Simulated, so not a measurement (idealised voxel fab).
Process module, titled voxel capacitor over wiring
For reference, the cross-section in this document is cut, with width 155 nm and square cells of 5 nm.
In this document a cross-section is written as a grid of square cells. It is given as a series of bands, listed from the top down, and a band is one or more rows of cells. Top height, bottom height, nm. Materials left to right, width each, nm. Single material + "all across" = fills band edge to edge. "air" = empty. Heights are expressed relative to 0, this being the level below which the as-received wafer comprises one material exclusively. The lowest band is unbounded in the downward direction and is denoted as in "from 0 down". Width "30 to 40": first value at the band's top row of cells, second value at its bottom row, equal change from row to row. You'll sometimes find "remained the same" written for a step, and that's the way of saying that nowhere in the cross-section did a cell change during that step. So "Encapsulated voids" is basically the list of trapped voids: any empty space of 8 cells or more that can't reach the top through an opening. They're written width x height at distance, the distance being from the left edge, and it's all nm. Post-settings text on a step line: simulator's own remark regarding the step. overlay nm: how far to the right of its planned place the mask lay on this masked step (negative: to the left).

-- Process steps - plan
- 1: RECEIVE (material Si)
- 2: CONFORMAL_DEP (material SiO2; thk nm 10)
- 3: CONFORMAL_DEP (material SiCN; thk nm 5)
- 4: DIRECTIONAL_DEP (material SiO2; thk nm 15)
- 5: DIRECTIONAL_DEP (material aC; thk nm 15)
- 6: PATTERN (tone open; mask id METAL_1; material resist; width nm 20; pitch nm 80; thk nm 35; overlay nm 0)
- 7: DIRECTIONAL_ETCH (etch materials aC; depth nm 15)
- 8: STRIP (etch materials resist)
- 9: DIRECTIONAL_ETCH (etch materials SiO2; depth nm 15)
- 10: DIRECTIONAL_ETCH (etch materials SiCN; depth nm 5)
- 11: STRIP (etch materials aC)
- 12: CONFORMAL_DEP (material TiN; thk nm 5)
- 13: FILL_DEP (material Ru; thk nm 5)
- 14: CMP (height nm 30)
- 15: EPI (material Ru; thk nm 5)
- 16: FILL_DEP (material SiCN; thk nm 5)
- 17: DIRECTIONAL_DEP (material lowk; thk nm 10)
- 18: MASKED_ETCH (tone open; mask id PLUG_1; width nm 15; etch materials lowk; depth nm 10; overlay nm 0)
- 19: MASKED_ETCH (tone open; mask id PLUG_1; width nm 15; etch materials SiCN; depth nm 5; overlay nm 0)
- 20: CONFORMAL_DEP (material TiN; thk nm 5)
- 21: FILL_DEP (material W; thk nm 5)
- 22: CMP (height nm 50)
- 23: DIRECTIONAL_DEP (material TiN; thk nm 5)
- 24: DIRECTIONAL_DEP (material HfO2; thk nm 5)
- 25: DIRECTIONAL_DEP (material TiN; thk nm 10)
- 26: DIRECTIONAL_DEP (material aC; thk nm 15)
- 27: PATTERN (tone cover; mask id UPPER_PLATE; material resist; width nm 65; thk nm 30; overlay nm 0)
- 28: DIRECTIONAL_ETCH (etch materials aC; depth nm 15)
- 29: STRIP (etch materials resist)
- 30: DIRECTIONAL_ETCH (etch materials TiN; depth nm 10)
- 31: DIRECTIONAL_ETCH (etch materials HfO2; depth nm 5)
- 32: STRIP (etch materials aC)
- 33: MASKED_ETCH (tone cover; mask id LOWER_PLATE; width nm 75; etch materials TiN; depth nm 5; overlay nm 0)
- 34: FILL_DEP (material SiO2; thk nm 20)
- 35: CMP (height nm 85)
- 36: DIRECTIONAL_DEP (material aC; thk nm 15)
- 37: PATTERN (tone open; mask id PLUG_2; material resist; width nm 15; thk nm 30; overlay nm 0)
- 38: DIRECTIONAL_ETCH (etch materials aC; depth nm 15)
- 39: STRIP (etch materials resist)
- 40: DIRECTIONAL_ETCH (etch materials SiO2; depth nm 15)
- 41: STRIP (etch materials aC)
- 42: CONFORMAL_DEP (material TiN; thk nm 5)
- 43: FILL_DEP (material Cu; thk nm 10)
- 44: CMP (height nm 85)
- 45: CONFORMAL_DEP (material SiN; thk nm 5)

-- Cross-section of the wafer upon arrival, representing the state reached after step 1
  from 0 down: Si all across
  Encapsulated voids: none

-- Cross-sectional image of the first of two wafers at the end of the module, the run having proceeded as planned
  from 90 to 85: SiN all across
  from 85 to 75: SiO2=40  TiN=5  Cu=5  TiN=5  SiO2=100
  from 75 to 70: SiO2=40  TiN=15  SiO2=100
  from 70 to 60: SiO2=30  TiN=65  SiO2=60
  from 60 to 55: SiO2=30  HfO2=65  SiO2=60
  from 55 to 50: SiO2=25  TiN=75  SiO2=55
  from 50 to 40: lowk=30  TiN=5  W=5  TiN=5  lowk=110
  from 40 to 35: SiCN=30  TiN=15  SiCN=110
  from 35 to 30: SiCN=20  Ru=30  SiCN=50  Ru=30  SiCN=25
  from 30 to 15: SiO2=25  TiN=5  Ru=10  TiN=5  SiO2=60  TiN=5  Ru=10  TiN=5  SiO2=30
  from 15 to 10: SiCN=25  TiN=20  SiCN=60  TiN=20  SiCN=30
  from 10 to 0: SiO2 all across
  from 0 down: Si all across
  Encapsulated voids: none

-- Cross-section at end of module for the second wafer of two, which matched the first in starting point and plan and differed by one mistake in its processing
  from 90 to 85: SiN all across
  from 85 to 75: SiO2=40  TiN=5  Cu=5  TiN=5  SiO2=100
  from 75 to 70: SiO2=40  TiN=15  SiO2=100
  from 70 to 60: SiO2=30  TiN=65  SiO2=60
  from 60 to 55: SiO2=30  HfO2=65  SiO2=60
  from 55 to 50: SiO2=25  TiN=75  SiO2=55
  from 50 to 40: lowk=30  TiN=5  W=5  TiN=5  lowk=110
  from 40 to 35: SiCN=30  TiN=15  SiCN=110
  from 35 to 25: Ru all across
  from 25 to 20: TiN=30  Ru=10  TiN=70  Ru=10  TiN=35
  from 20 to 5: SiO2=25  TiN=5  Ru=10  TiN=5  SiO2=60  TiN=5  Ru=10  TiN=5  SiO2=30
  from 5 to 0: SiCN=25  TiN=20  SiCN=60  TiN=20  SiCN=30
  from 0 down: Si all across
  Encapsulated voids: none
The plan and the run diverged here: step 2 in the plan did not get run; it was skipped
at the end the second wafer has, in cells: Ru: 54 more; SiCN: 19 fewer; SiO2: 62 fewer; TiN: 27 more
